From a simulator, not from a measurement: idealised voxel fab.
You're looking at the process module voxel ribs on slabs.
Xsec cut, 145 nm wide, square cell size 5 nm.
A cross-section is written here as square cells arranged in a grid, and it is given in bands from the top down, each band taking up one or more rows of cells. First you get the band's top height and its bottom height, in nm, and then the materials it's made of, left to right, with each width in nm. If you see a single material with "full width", that one covers the band edge to edge. "empty" is empty space. Zero point of the height axis is 0; under it, received wafer = one material. Lowest band: continues down indefinitely, "z 0 and below". The width entry "30->40" should be interpreted row by row: the top row of cells in the band takes the first number, the bottom row takes the second number, and the change between adjacent rows is uniform throughout. "no alteration", as given for a step, is the statement that not any cell of the cross-section underwent a change during that step. Under "Enclosed internal voids" you'll find the enclosed gaps, the ones with no way out to the top, that are 8 cells or bigger; each reads width x height at distance, with distance counted from the left edge, everything in nm. Heads up: the bit after the settings on a step's line is the simulator's remark on that step. When a step includes a mask, the "overlay nm" setting on its line states how far to the right of its planned place that mask lay, and negative values state how far to the left.
Process steps (planned):
1,RECEIVE (material Si)
2,DIRECTIONAL_DEP (material SiO2; thk nm 25)
3,DIRECTIONAL_DEP (material polySi; thk nm 25)
4,MASKED_ETCH (tone cover; mask id RIB; width nm 20; etch materials polySi; depth nm 10; overlay nm 0)
5,MASKED_ETCH (tone cover; mask id SLAB; width nm 70; etch materials polySi; depth nm 15; overlay nm 0)
6,FILL_DEP (material SiO2; thk nm 20)
7,CMP (height nm 65)
8,DIRECTIONAL_DEP (material W; thk nm 10)
9,DIRECTIONAL_DEP (material aC; thk nm 15)
10,PATTERN (tone cover; mask id HEATER; material resist; width nm 30; thk nm 30; overlay nm 0)
11,DIRECTIONAL_ETCH (etch materials aC; depth nm 15)
12,STRIP (etch materials resist)
13,DIRECTIONAL_ETCH (etch materials W; depth nm 10)
14,STRIP (etch materials aC)
15,CONFORMAL_DEP (material SiN; thk nm 10)
What follows covers the first of two wafers; it ran as planned:
Step 1 complete: cross-section of the wafer as received:
> z 0 and below | Si full width
> Enclosed internal voids: none
Step 2 done - wafer cross-section:
> z 25 to 0 | SiO2 full width
> Rest of section, below 0: as before.
Step 3 done - wafer cross-section:
> z 50 to 25 | polySi full width
> Rest of section, below 25: as before.
Step 4 done - wafer cross-section:
> z 50 to 40 | 60 nm empty, then 20 nm polySi, then 65 nm empty
> Rest of section, below 40: as before.
Step 5 done - wafer cross-section:
> z 50 to 40 | 60 nm empty, then 20 nm polySi, then 65 nm empty
> z 40 to 25 | 35 nm empty, then 70 nm polySi, then 40 nm empty
> Rest of section, below 25: as before.
Step 6 done - wafer cross-section:
> z 70 to 50 | SiO2 full width
> z 50 to 40 | 60 nm SiO2, then 20 nm polySi, then 65 nm SiO2
> z 40 to 25 | 35 nm SiO2, then 70 nm polySi, then 40 nm SiO2
> Rest of section, below 25: as before.
Step 7 done - wafer cross-section:
> z 65 to 50 | SiO2 full width
> Rest of section, below 50: as before.
Step 8 done - wafer cross-section:
> z 75 to 65 | W full width
> Rest of section, below 65: as before.
Step 9 done - wafer cross-section:
> z 90 to 75 | aC full width
> Rest of section, below 75: as before.
Step 10 done - wafer cross-section:
> z 120 to 90 | 55 nm empty, then 30 nm resist, then 60 nm empty
> Rest of section, below 90: as before.
Step 11 done - wafer cross-section:
> z 105 to 90 | 55 nm empty, then 30 nm resist, then 60 nm empty
> z 90 to 75 | 55 nm empty, then 30 nm aC, then 60 nm empty
> Rest of section, below 75: as before.
Step 12 done - wafer cross-section:
> z 90 to 75 | 55 nm empty, then 30 nm aC, then 60 nm empty
> Rest of section, below 75: as before.
Step 13 done - wafer cross-section:
> z 90 to 75 | 55 nm empty, then 30 nm aC, then 60 nm empty
> z 75 to 65 | 55 nm empty, then 30 nm W, then 60 nm empty
> Rest of section, below 65: as before.
Step 14 done - wafer cross-section:
> z 75 to 65 | 55 nm empty, then 30 nm W, then 60 nm empty
> Rest of section, below 65: as before.
Step 15 done - wafer cross-section:
> z 85 to 75 | 45 nm empty, then 50 nm SiN, then 50 nm empty
> z 75 to 65 | 55 nm SiN, then 30 nm W, then 60 nm SiN
> Rest of section, below 65: as before.
For the second wafer, take the first wafer's start and plan, then add one mistake made in running it; everything through step 4, that step included, is shared with the first:
The second wafer in cross-section, at the planned close of step 5:
> z 50 to 40 | 60 nm empty, then 20 nm polySi, then 65 nm empty
> z 40 to 25 | 40 nm empty, then 70 nm polySi, then 35 nm empty
> Rest of section, below 25: as before.
The second wafer in cross-section, at the planned close of step 6:
> z 70 to 50 | SiO2 full width
> z 50 to 40 | 60 nm SiO2, then 20 nm polySi, then 65 nm SiO2
> z 40 to 25 | 40 nm SiO2, then 70 nm polySi, then 35 nm SiO2
> Rest of section, below 25: as before.
The second wafer in cross-section, at the planned close of step 7:
> z 65 to 50 | SiO2 full width
> Rest of section, below 50: as before.
The second wafer in cross-section, at the planned close of step 8:
> z 75 to 65 | W full width
> Rest of section, below 65: as before.
The second wafer in cross-section, at the planned close of step 9:
> z 90 to 75 | aC full width
> Rest of section, below 75: as before.
The second wafer in cross-section, at the planned close of step 10:
> z 120 to 90 | 55 nm empty, then 30 nm resist, then 60 nm empty
> Rest of section, below 90: as before.
The second wafer in cross-section, at the planned close of step 11:
> z 105 to 90 | 55 nm empty, then 30 nm resist, then 60 nm empty
> z 90 to 75 | 55 nm empty, then 30 nm aC, then 60 nm empty
> Rest of section, below 75: as before.
The second wafer in cross-section, at the planned close of step 12:
> z 90 to 75 | 55 nm empty, then 30 nm aC, then 60 nm empty
> Rest of section, below 75: as before.
The second wafer in cross-section, at the planned close of step 13:
> z 90 to 75 | 55 nm empty, then 30 nm aC, then 60 nm empty
> z 75 to 65 | 55 nm empty, then 30 nm W, then 60 nm empty
> Rest of section, below 65: as before.
The second wafer in cross-section, at the planned close of step 14:
> z 75 to 65 | 55 nm empty, then 30 nm W, then 60 nm empty
> Rest of section, below 65: as before.
The second wafer in cross-section, at the planned close of step 15:
> z 85 to 75 | 45 nm empty, then 50 nm SiN, then 50 nm empty
> z 75 to 65 | 55 nm SiN, then 30 nm W, then 60 nm SiN
> Rest of section, below 65: as before.
It is concluded that the wafer was processed incorrectly with respect to the plan, in that step 5 was run on a setting that differed from the plan, and what really ran there is MASKED_ETCH (tone cover; mask id SLAB; width nm 70; etch materials polySi; depth nm 15; overlay nm 5)
Final state: per-material cell counts identical on both wafers; locations differ.
